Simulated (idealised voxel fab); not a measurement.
Title: Process Module voxel fin reveal
cross-section cut | 275 nm wide | cells 5 nm
A cross-section is written here as square cells arranged in a grid, and it is given in bands from the top down, each band taking up one or more rows of cells. Top height, bottom height, nm. Materials left to right, width each, nm. Single material + "edge to edge" = fills band edge to edge. "air" = empty. All heights in this document are referenced to 0, defined as the level beneath which the wafer, as received, consists entirely of one material. The lowest band is not bounded below; it extends indefinitely downward and is written in the form "z 0 and below". The width entry "30->40" should be interpreted row by row: the top row of cells in the band takes the first number, the bottom row takes the second number, and the change between adjacent rows is uniform throughout. No cell of the cross-section changed in a step that is given as "nothing changed". Entry "Sealed cavities". Content: empty spaces with no open connection to the top, size 8 cells or greater. Each: width x height at distance. Distance: from left edge. Unit: nm. It should be noted that, on the line of a given step, the content following the step's settings is a remark produced by the simulator itself with respect to that step. You can add "overlay nm" to a step's line. For a step with a mask, it describes how far the mask lay to the right of its planned position, and a negative number describes a lay to the left.
### Planned process steps
| 1 | RECEIVE,material Si |
| 2 | CONFORMAL_DEP,material SiN,thk nm 10 |
| 3 | MASKED_ETCH,tone cover,mask id FINS,width nm 15,pitch nm 40,etch materials SiN,depth nm 10,overlay nm 0 |
| 4 | MASKED_ETCH,tone cover,mask id FINS,width nm 15,pitch nm 40,etch materials Si,depth nm 30,overlay nm 0 |
| 5 | FILL_DEP,material SiO2,thk nm 15 |
| 6 | CMP,height nm 10 |
| 7 | SELECTIVE_ETCH,etch materials SiO2,depth nm 20 |
| 8 | STRIP,etch materials SiN |
### Shown in cross-section is the wafer as received, that is, as it stands after step 1
- z 0 and below: Si edge to edge
- Sealed cavities: none
### End-of-module cross-section of the first of two wafers, processed as planned
- z 0 to -10: 70 air | 15 Si | 25 air | 15 Si | 25 air | 15 Si | 25 air | 15 Si | 70 air
- z -10 to -30: 70 SiO2 | 15 Si | 25 SiO2 | 15 Si | 25 SiO2 | 15 Si | 25 SiO2 | 15 Si | 70 SiO2
- z -30 and below: Si edge to edge
- Sealed cavities: none
### Same start, same plan as the first wafer - but one mistake in the run. Cross-section of the second of the two at the end of the module
- z 5 to 0: 70 SiO2 | 15 air | 25 SiO2 | 15 air | 25 SiO2 | 15 air | 25 SiO2 | 15 air | 70 SiO2
- z 0 to -30: 70 SiO2 | 15 Si | 25 SiO2 | 15 Si | 25 SiO2 | 15 Si | 25 SiO2 | 15 Si | 70 SiO2
- z -30 and below: Si edge to edge
- Sealed cavities: none
Want to know what went wrong? no execution of plan step 6; skipped
Final difference in cells, second wafer against first, listed per material as more or fewer: SiO2 +129
